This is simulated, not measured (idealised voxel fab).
Process module in this document: voxel capacitor over wiring
Each square cell in cross-section cut measures 5 nm, and the section as a whole is 240 nm wide.
Cross-section, as written here: a square-cell grid given band by band from the top down, where a band holds one or more rows of cells. For a band, the entry starts with two heights in nm, that of the top and then that of the bottom, and carries on with the band's materials in order from left to right, each alongside its width in nm; the word "throughout" beside a single material means it fills the band edge to edge, and "blank" means empty space. A quick word on heights: they are counted from 0, and under that level the wafer as it came to us is one material throughout. The lowest band is different from the rest in having no bottom; it simply continues downward, written as in "0 -> down". A width given as "30->40" starts at the first number in the band's top row and ends at the second number in its bottom row, shifting by an equal amount at every step from row to row. The designation "remained the same", where it is given for a processing step, indicates that no cell of the cross-section was altered in the course of that step. Entry "Sealed cavities". Content: empty spaces with no open connection to the top, size 8 cells or greater. Each: width x height at distance. Distance: from left edge. Unit: nm. That trailing text on a step's line, after the settings, is the simulator's own remark on the step. overlay nm: how far to the right of its planned place the mask lay on this masked step (negative: to the left).

Here's what the planned process steps look like
step 1: op RECEIVE | material Si
step 2: op CONFORMAL_DEP | material SiO2 | thk nm 15
step 3: op CONFORMAL_DEP | material SiCN | thk nm 5
step 4: op DIRECTIONAL_DEP | material lowk | thk nm 15
step 5: op PATTERN | tone open | mask id METAL_1 | material resist | width nm 20 | pitch nm 70 | thk nm 20 | overlay nm 0
step 6: op DIRECTIONAL_ETCH | etch materials lowk | depth nm 15
step 7: op DIRECTIONAL_ETCH | etch materials SiCN | depth nm 5
step 8: op STRIP | etch materials resist
step 9: op CONFORMAL_DEP | material TiN | thk nm 5
step 10: op FILL_DEP | material Cu | thk nm 10
step 11: op CMP | height nm 35
step 12: op CONFORMAL_DEP | material SiCN | thk nm 5
step 13: op DIRECTIONAL_DEP | material lowk | thk nm 15
step 14: op MASKED_ETCH | tone open | mask id PLUG_1 | width nm 15 | etch materials lowk | depth nm 15 | overlay nm 0
step 15: op MASKED_ETCH | tone open | mask id PLUG_1 | width nm 15 | etch materials SiCN | depth nm 5 | overlay nm 0
step 16: op CONFORMAL_DEP | material TiN | thk nm 5
step 17: op FILL_DEP | material Cu | thk nm 10
step 18: op CMP | height nm 55
step 19: op DIRECTIONAL_DEP | material TiN | thk nm 5
step 20: op DIRECTIONAL_DEP | material HfO2 | thk nm 5
step 21: op DIRECTIONAL_DEP | material TiN | thk nm 5
step 22: op PATTERN | tone cover | mask id UPPER_PLATE | material resist | width nm 55 | thk nm 15 | overlay nm 0
step 23: op DIRECTIONAL_ETCH | etch materials TiN | depth nm 5
step 24: op DIRECTIONAL_ETCH | etch materials HfO2 | depth nm 5
step 25: op STRIP | etch materials resist
step 26: op DIRECTIONAL_DEP | material aC | thk nm 15
step 27: op PATTERN | tone cover | mask id LOWER_PLATE | material resist | width nm 65 | thk nm 30 | overlay nm 0
step 28: op DIRECTIONAL_ETCH | etch materials aC | depth nm 15
step 29: op STRIP | etch materials resist
step 30: op DIRECTIONAL_ETCH | etch materials TiN | depth nm 5
step 31: op STRIP | etch materials aC
step 32: op FILL_DEP | material SiO2 | thk nm 15
step 33: op CMP | height nm 80
step 34: op MASKED_ETCH | tone open | mask id PLUG_2 | width nm 15 | etch materials SiO2 | depth nm 10 | overlay nm 0
step 35: op CONFORMAL_DEP | material TiN | thk nm 5
step 36: op FILL_DEP | material Ru | thk nm 10
step 37: op CMP | height nm 80
step 38: op CONFORMAL_DEP | material SiN | thk nm 5

first wafer, as planned

Wafer at receipt (post step 1), cross-section
  0 -> down | Si throughout
  Sealed cavities: none

The wafer, seen in cross-section, after step 2
  15 -> 0 | SiO2 throughout
  Below 0 it's all the same as before, nothing changed down there.

The wafer, seen in cross-section, after step 3
  20 -> 15 | SiCN throughout
  Below 15 it's all the same as before, nothing changed down there.

The wafer, seen in cross-section, after step 4
  35 -> 20 | lowk throughout
  Below 20 it's all the same as before, nothing changed down there.

The wafer, seen in cross-section, after step 5
  55 -> 35 | resist 75, then blank 20, then resist 50, then blank 20, then resist 75
  Below 35 it's all the same as before, nothing changed down there.

The wafer, seen in cross-section, after step 6
  55 -> 35 | resist 75, then blank 20, then resist 50, then blank 20, then resist 75
  35 -> 20 | lowk 75, then blank 20, then lowk 50, then blank 20, then lowk 75
  Below 20 it's all the same as before, nothing changed down there.

The wafer, seen in cross-section, after step 7
  55 -> 35 | resist 75, then blank 20, then resist 50, then blank 20, then resist 75
  35 -> 20 | lowk 75, then blank 20, then lowk 50, then blank 20, then lowk 75
  20 -> 15 | SiCN 75, then blank 20, then SiCN 50, then blank 20, then SiCN 75
  Below 15 it's all the same as before, nothing changed down there.

The wafer, seen in cross-section, after step 8
  35 -> 20 | lowk 75, then blank 20, then lowk 50, then blank 20, then lowk 75
  Below 20 it's all the same as before, nothing changed down there.

The wafer, seen in cross-section, after step 9
  40 -> 35 | TiN 80, then blank 10, then TiN 60, then blank 10, then TiN 80
  35 -> 20 | lowk 75, then TiN 5, then blank 10, then TiN 5, then lowk 50, then TiN 5, then blank 10, then TiN 5, then lowk 75
  20 -> 15 | SiCN 75, then TiN 20, then SiCN 50, then TiN 20, then SiCN 75
  Below 15 it's all the same as before, nothing changed down there.

The wafer, seen in cross-section, after step 10
  50 -> 40 | Cu throughout
  40 -> 35 | TiN 80, then Cu 10, then TiN 60, then Cu 10, then TiN 80
  35 -> 20 | lowk 75, then TiN 5, then Cu 10, then TiN 5, then lowk 50, then TiN 5, then Cu 10, then TiN 5, then lowk 75
  Below 20 it's all the same as before, nothing changed down there.

The wafer, seen in cross-section, after step 11
  35 -> 20 | lowk 75, then TiN 5, then Cu 10, then TiN 5, then lowk 50, then TiN 5, then Cu 10, then TiN 5, then lowk 75
  Below 20 it's all the same as before, nothing changed down there.

The wafer, seen in cross-section, after step 12
  40 -> 35 | SiCN throughout
  Below 35 it's all the same as before, nothing changed down there.

The wafer, seen in cross-section, after step 13
  55 -> 40 | lowk throughout
  Below 40 it's all the same as before, nothing changed down there.

The wafer, seen in cross-section, after step 14
  55 -> 40 | lowk 80, then blank 15, then lowk 145
  Below 40 it's all the same as before, nothing changed down there.

The wafer, seen in cross-section, after step 15
  55 -> 40 | lowk 80, then blank 15, then lowk 145
  40 -> 35 | SiCN 80, then blank 15, then SiCN 145
  Below 35 it's all the same as before, nothing changed down there.

The wafer, seen in cross-section, after step 16
  60 -> 55 | TiN 85, then blank 5, then TiN 150
  55 -> 40 | lowk 80, then TiN 5, then blank 5, then TiN 5, then lowk 145
  40 -> 35 | SiCN 80, then TiN 15, then SiCN 145
  Below 35 it's all the same as before, nothing changed down there.

The wafer, seen in cross-section, after step 17
  70 -> 60 | Cu throughout
  60 -> 55 | TiN 85, then Cu 5, then TiN 150
  55 -> 40 | lowk 80, then TiN 5, then Cu 5, then TiN 5, then lowk 145
  Below 40 it's all the same as before, nothing changed down there.

The wafer, seen in cross-section, after step 18
  55 -> 40 | lowk 80, then TiN 5, then Cu 5, then TiN 5, then lowk 145
  Below 40 it's all the same as before, nothing changed down there.

The wafer, seen in cross-section, after step 19
  60 -> 55 | TiN throughout
  Below 55 it's all the same as before, nothing changed down there.

The wafer, seen in cross-section, after step 20
  65 -> 60 | HfO2 throughout
  Below 60 it's all the same as before, nothing changed down there.

The wafer, seen in cross-section, after step 21
  70 -> 65 | TiN throughout
  Below 65 it's all the same as before, nothing changed down there.

The wafer, seen in cross-section, after step 22
  85 -> 70 | blank 80, then resist 55, then blank 105
  Below 70 it's all the same as before, nothing changed down there.

The wafer, seen in cross-section, after step 23
  85 -> 70 | blank 80, then resist 55, then blank 105
  70 -> 65 | blank 80, then TiN 55, then blank 105
  Below 65 it's all the same as before, nothing changed down there.

The wafer, seen in cross-section, after step 24
  85 -> 70 | blank 80, then resist 55, then blank 105
  70 -> 65 | blank 80, then TiN 55, then blank 105
  65 -> 60 | blank 80, then HfO2 55, then blank 105
  Below 60 it's all the same as before, nothing changed down there.

The wafer, seen in cross-section, after step 25
  70 -> 65 | blank 80, then TiN 55, then blank 105
  Below 65 it's all the same as before, nothing changed down there.

The wafer, seen in cross-section, after step 26
  85 -> 75 | blank 80, then aC 55, then blank 105
  75 -> 70 | aC throughout
  70 -> 65 | aC 80, then TiN 55, then aC 105
  65 -> 60 | aC 80, then HfO2 55, then aC 105
  Below 60 it's all the same as before, nothing changed down there.

The wafer, seen in cross-section, after step 27
  115 -> 85 | blank 75, then resist 65, then blank 100
  85 -> 75 | blank 75, then resist 5, then aC 55, then resist 5, then blank 100
  Below 75 it's all the same as before, nothing changed down there.

The wafer, seen in cross-section, after step 28
  100 -> 85 | blank 75, then resist 65, then blank 100
  85 -> 75 | blank 75, then resist 5, then aC 55, then resist 5, then blank 100
  75 -> 70 | blank 75, then aC 65, then blank 100
  70 -> 65 | blank 75, then aC 5, then TiN 55, then aC 5, then blank 100
  65 -> 60 | blank 75, then aC 5, then HfO2 55, then aC 5, then blank 100
  Below 60 it's all the same as before, nothing changed down there.

The wafer, seen in cross-section, after step 29
  85 -> 75 | blank 80, then aC 55, then blank 105
  Below 75 it's all the same as before, nothing changed down there.

The wafer, seen in cross-section, after step 30
  85 -> 75 | blank 80, then aC 55, then blank 105
  75 -> 70 | blank 75, then aC 65, then blank 100
  70 -> 65 | blank 75, then aC 5, then TiN 55, then aC 5, then blank 100
  65 -> 60 | blank 75, then aC 5, then HfO2 55, then aC 5, then blank 100
  60 -> 55 | blank 75, then TiN 65, then blank 100
  Below 55 it's all the same as before, nothing changed down there.

The wafer, seen in cross-section, after step 31
  70 -> 65 | blank 80, then TiN 55, then blank 105
  65 -> 60 | blank 80, then HfO2 55, then blank 105
  Below 60 it's all the same as before, nothing changed down there.

The wafer, seen in cross-section, after step 32
  85 -> 70 | SiO2 throughout
  70 -> 65 | SiO2 80, then TiN 55, then SiO2 105
  65 -> 60 | SiO2 80, then HfO2 55, then SiO2 105
  60 -> 55 | SiO2 75, then TiN 65, then SiO2 100
  Below 55 it's all the same as before, nothing changed down there.

The wafer, seen in cross-section, after step 33
  80 -> 70 | SiO2 throughout
  Below 70 it's all the same as before, nothing changed down there.

The wafer, seen in cross-section, after step 34
  80 -> 70 | SiO2 90, then blank 15, then SiO2 135
  Below 70 it's all the same as before, nothing changed down there.

The wafer, seen in cross-section, after step 35
  85 -> 80 | TiN 95, then blank 5, then TiN 140
  80 -> 75 | SiO2 90, then TiN 5, then blank 5, then TiN 5, then SiO2 135
  75 -> 65 | SiO2 90->80, then TiN 15->55, then SiO2 135->105
  Below 65 it's all the same as before, nothing changed down there.

The wafer, seen in cross-section, after step 36
  95 -> 85 | Ru throughout
  85 -> 80 | TiN 95, then Ru 5, then TiN 140
  80 -> 75 | SiO2 90, then TiN 5, then Ru 5, then TiN 5, then SiO2 135
  Below 75 it's all the same as before, nothing changed down there.

The wafer, seen in cross-section, after step 37
  80 -> 75 | SiO2 90, then TiN 5, then Ru 5, then TiN 5, then SiO2 135
  Below 75 it's all the same as before, nothing changed down there.

The wafer, seen in cross-section, after step 38
  85 -> 80 | SiN throughout
  Below 80 it's all the same as before, nothing changed down there.

second wafer: like start, like plan, one mistake. Through step 32 it matches the first wafer

Second wafer profile in section, at the moment step 33 of the plan was meant to be complete
  75 -> 70 | SiO2 throughout
  Below 70 it's all the same as before, nothing changed down there.

Second wafer profile in section, at the moment step 34 of the plan was meant to be complete
  75 -> 70 | SiO2 90, then blank 15, then SiO2 135
  Below 70 it's all the same as before, nothing changed down there.

Second wafer profile in section, at the moment step 35 of the plan was meant to be complete
  80 -> 75 | TiN 95, then blank 5, then TiN 140
  75 -> 65 | SiO2 90->80, then TiN 15->55, then SiO2 135->105
  Below 65 it's all the same as before, nothing changed down there.

Second wafer profile in section, at the moment step 36 of the plan was meant to be complete
  90 -> 80 | Ru throughout
  80 -> 75 | TiN 95, then Ru 5, then TiN 140
  Below 75 it's all the same as before, nothing changed down there.

Second wafer profile in section, at the moment step 37 of the plan was meant to be complete
  80 -> 75 | TiN 95, then Ru 5, then TiN 140
  Below 75 it's all the same as before, nothing changed down there.

Second wafer profile in section, at the moment step 38 of the plan was meant to be complete
  85 -> 80 | SiN throughout
  Below 80 it's all the same as before, nothing changed down there.
The plan and the run diverged here: rather than as planned, step 33 actually ran as op CMP | height nm 75
The final cell counts differ between the wafers, with the second having more or fewer of some materials than the first: 45 fewer of SiO2; 45 more of TiN
